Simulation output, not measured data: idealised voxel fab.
The process module that follows is named voxel quadruple lines.
Cross-section cut spans 260 nm and uses square cells 5 nm in size.
Square cells in a grid make up a cross-section in this document, and the grid is given as bands, listed from the top down, each one or more rows of cells.
What a band's entry tells you: where the top is and where the bottom is, as heights in nm, and after that what lies inside, material by material from left to right, each with its width in nm. Empty space is written as the word "blank", and a single material marked with the word "full width" occupies the band from edge to edge.
Convention: height 0 is the level below which the wafer, as received, is all one material. The lowest band does not terminate at the bottom but continues downward, represented as "0 -> down".
The expression "30..40" gives the width at the extremes of the band, the first number at its top row of cells and the second at its bottom row, with the width changing by equal amounts from each row to the next in between.
"no alteration", as given for a step, is the statement that not any cell of the cross-section underwent a change during that step.
Empty spaces counting at least 8 cells and having no open way to the top are listed in "Enclosed internal cavities". The notation width x height at distance is used for each, the distance being from the left edge and all three values in nm.
Past the settings on a step's line: simulator remark, on that step.
"overlay nm" answers the question of how far to the right of plan the mask lay on a step that has a mask, and when it is negative the answer is to the left.
## Process steps - plan
step 1: RECEIVE [material Si]
step 2: CONFORMAL_DEP [material SiO2] [thk nm 5]
step 3: DIRECTIONAL_DEP [material Ru] [thk nm 10]
step 4: DIRECTIONAL_DEP [material polySi] [thk nm 15]
step 5: DIRECTIONAL_DEP [material aC] [thk nm 20]
step 6: PATTERN [tone cover] [mask id MANDREL] [material resist] [width nm 35] [thk nm 25] [overlay nm 0]
step 7: DIRECTIONAL_ETCH [etch materials aC] [depth nm 20]
step 8: STRIP [etch materials resist]
step 9: CONFORMAL_DEP [material SiO2] [thk nm 15]
step 10: DIRECTIONAL_ETCH [etch materials SiO2] [depth nm 15]
step 11: STRIP [etch materials aC]
step 12: DIRECTIONAL_ETCH [etch materials polySi] [depth nm 15]
step 13: STRIP [etch materials SiO2]
step 14: CONFORMAL_DEP [material SiCN] [thk nm 10]
step 15: DIRECTIONAL_ETCH [etch materials SiCN] [depth nm 10]
step 16: STRIP [etch materials polySi]
step 17: DIRECTIONAL_ETCH [etch materials Ru] [depth nm 10]
step 18: STRIP [etch materials SiCN]
## As-received wafer cross-section (after step 1)
* 0 -> down: Si full width
* Enclosed internal cavities: none
## Looking at the first of two wafers in cross-section at end of module - ran to plan
* 15 -> 5: blank=85; Ru=10; blank=15; Ru=10; blank=15; Ru=10; blank=15; Ru=10; blank=90
* 5 -> 0: SiO2 full width
* 0 -> down: Si full width
* Enclosed internal cavities: none
## Here is the second of the two wafers cut open at the end of the module - same start, same plan as the first one, but we made one mistake running it
* 15 -> 5: blank=90; Ru=10; blank=15; Ru=10; blank=10; Ru=10; blank=15; Ru=10; blank=90
* 5 -> 0: SiO2 full width
* 0 -> down: Si full width
* Enclosed internal cavities: none
Want to know what went wrong? step 6 ran with different settings than intended, the actual operation and settings being PATTERN [tone cover] [mask id MANDREL] [material resist] [width nm 30] [thk nm 25] [overlay nm 0]
If you tally the cells, the second wafer ends up with the same amount of every material as the first; it's all just sitting in different places.
